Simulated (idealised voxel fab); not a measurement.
The process module presented herein is designated voxel fin reveal.
The width of the displayed cross-section, cut, is 275 nm; its cells are square, with a size of 5 nm.
Just so we're on the same page, the cross-sections are grids of square cells, and they're listed out in bands top to bottom, each band one or more rows deep.
Look at the band entry: it leads with the top's height and the bottom's height in nm. Then it lists the materials left to right, with a width in nm for each. The word "all across" on a single material says that material fills the band edge to edge. The word "air" is empty space.
Height 0 is the level under which the wafer as received is all one material. The lowest band goes on downwards, as in "0 down".
You'd read "30..40" like this: the band's top row of cells is as wide as the first number, its bottom row is as wide as the second, and going down, every row changes width by the same amount as the row before did.
What does "nothing altered" mean for a step? It means no cell of the cross-section changed in that step.
In "Completely sealed voids" the enclosed voids are listed, meaning empty spaces of 8 cells or larger without any opening to the top. The form is width x height at distance, distance from the left edge, units nm.
Post-settings text on a step line: simulator's own remark regarding the step.
The line of a step may include "overlay nm". On a step with a mask, this value is how far to the right of its planned place the mask lay. A negative value means the mask lay to the left.

PLANNED PROCESS STEPS
1: op RECEIVE | material Si
2: op CONFORMAL_DEP | material SiN | thk nm 5
3: op DIRECTIONAL_DEP | material aC | thk nm 10
4: op PATTERN | tone cover | mask id FINS | material resist | width nm 15 | pitch nm 35 | thk nm 25 | overlay nm 0
5: op DIRECTIONAL_ETCH | etch materials aC | depth nm 10
6: op STRIP | etch materials resist
7: op DIRECTIONAL_ETCH | etch materials SiN | depth nm 5
8: op DIRECTIONAL_ETCH | etch materials Si | depth nm 35
9: op STRIP | etch materials aC
10: op FILL_DEP | material SiO2 | thk nm 5
11: op CMP | height nm 5
12: op SELECTIVE_ETCH | etch materials SiO2 | depth nm 15
13: op STRIP | etch materials SiN
14: op CONFORMAL_DEP | material SiO2 | thk nm 5

STEP 1 COMPLETE: CROSS-SECTION OF THE WAFER AS RECEIVED
- 0 down: Si all across
- Completely sealed voids: none

END-OF-MODULE CROSS-SECTION OF THE FIRST OF TWO WAFERS, PROCESSED AS PLANNED
- 5 to 0: 90 air / 25 SiO2 / 10 air / 25 SiO2 / 10 air / 25 SiO2 / 90 air
- 0 to -5: 90 air / 5 SiO2 / 15 Si / 5 SiO2 / 10 air / 5 SiO2 / 15 Si / 5 SiO2 / 10 air / 5 SiO2 / 15 Si / 5 SiO2 / 90 air
- -5 to -35: 95 SiO2 / 15 Si / 20 SiO2 / 15 Si / 20 SiO2 / 15 Si / 95 SiO2
- -35 down: Si all across
- Completely sealed voids: none

THIS IS THE SECOND OF THE TWO WAFERS, CROSS-SECTIONED AT THE END OF THE MODULE; IT STARTED EXACTLY LIKE THE FIRST AND WAS GIVEN THE SAME PLAN, BUT IT WAS RUN WITH ONE MISTAKE
- 5 to 0: 90 air / 25 SiO2 / 10 air / 25 SiO2 / 10 air / 25 SiO2 / 90 air
- 0 to -5: 90 air / 5 SiO2 / 15 Si / 5 SiO2 / 10 air / 5 SiO2 / 15 Si / 5 SiO2 / 10 air / 5 SiO2 / 15 Si / 5 SiO2 / 90 air
- -5 to -70: 95 SiO2 / 15 Si / 20 SiO2 / 15 Si / 20 SiO2 / 15 Si / 95 SiO2
- -70 down: Si all across
- Completely sealed voids: none
So what did we get wrong on this run? execution of plan step 8 occurred twice
End of process, cell counts, second wafer against first, materials with more or fewer: Si: 322 fewer; SiO2: 322 more
